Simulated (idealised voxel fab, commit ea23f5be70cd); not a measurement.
process module | voxel lift off
cross-section cut | 225 nm wide | cells 5 nm
A cross-section is a grid of square cells, given in bands from the top down. A band is one or more rows of cells.
Each band's line starts with the height of the band's top and of its bottom, in nm. Then come its materials from left to right, each with its width in nm. One material with "throughout" fills the band from edge to edge. "air" is empty space.
Height 0 is the level under which the wafer as received is all one material. The lowest band goes on downwards, as in "0 down".
A width such as "30 to 40" changes by the same amount from each row of cells to the next, from the band's top row to its bottom row.
"no change" after a step means that no cell of the cross-section changed.
closed voids: empty space of 8 cells or more with no open way to the top, each as width x height at its distance from the left edge, in nm
after a step's settings: what the simulator itself notes on the step
overlay nm, on a step with a mask: how far to the right of its planned place the mask lay; to the left if negative
plan
1 op RECEIVE | material Si
2 op CONFORMAL_DEP | material SiO2 | thk nm 10
3 op PATTERN | tone open | mask id LINES | material resist | width nm 15 | pitch nm 50 | thk nm 20 | overlay nm 0
4 op DIRECTIONAL_DEP | material Ru | thk nm 5
5 op STRIP | etch materials resist
6 op CONFORMAL_DEP | material SiO2 | thk nm 5
varied across the wafers: width nm of step 3. The plan shows the first wafer's value. All wafers start alike
first wafer as received, after step 1
  0 down: Si throughout
  closed voids: none
each wafer at the end: cells of each material gained (+) or lost (-) since it was received, then its closed voids
width nm 15 | +6 Ru | +139 SiO2 | closed voids: none
width nm 20 | +8 Ru | +139 SiO2 | closed voids: none
width nm 25 | +10 Ru | +139 SiO2 | closed voids: none
width nm 30 | +12 Ru | +139 SiO2 | closed voids: none
width nm 35 | +14 Ru | +139 SiO2 | closed voids: none
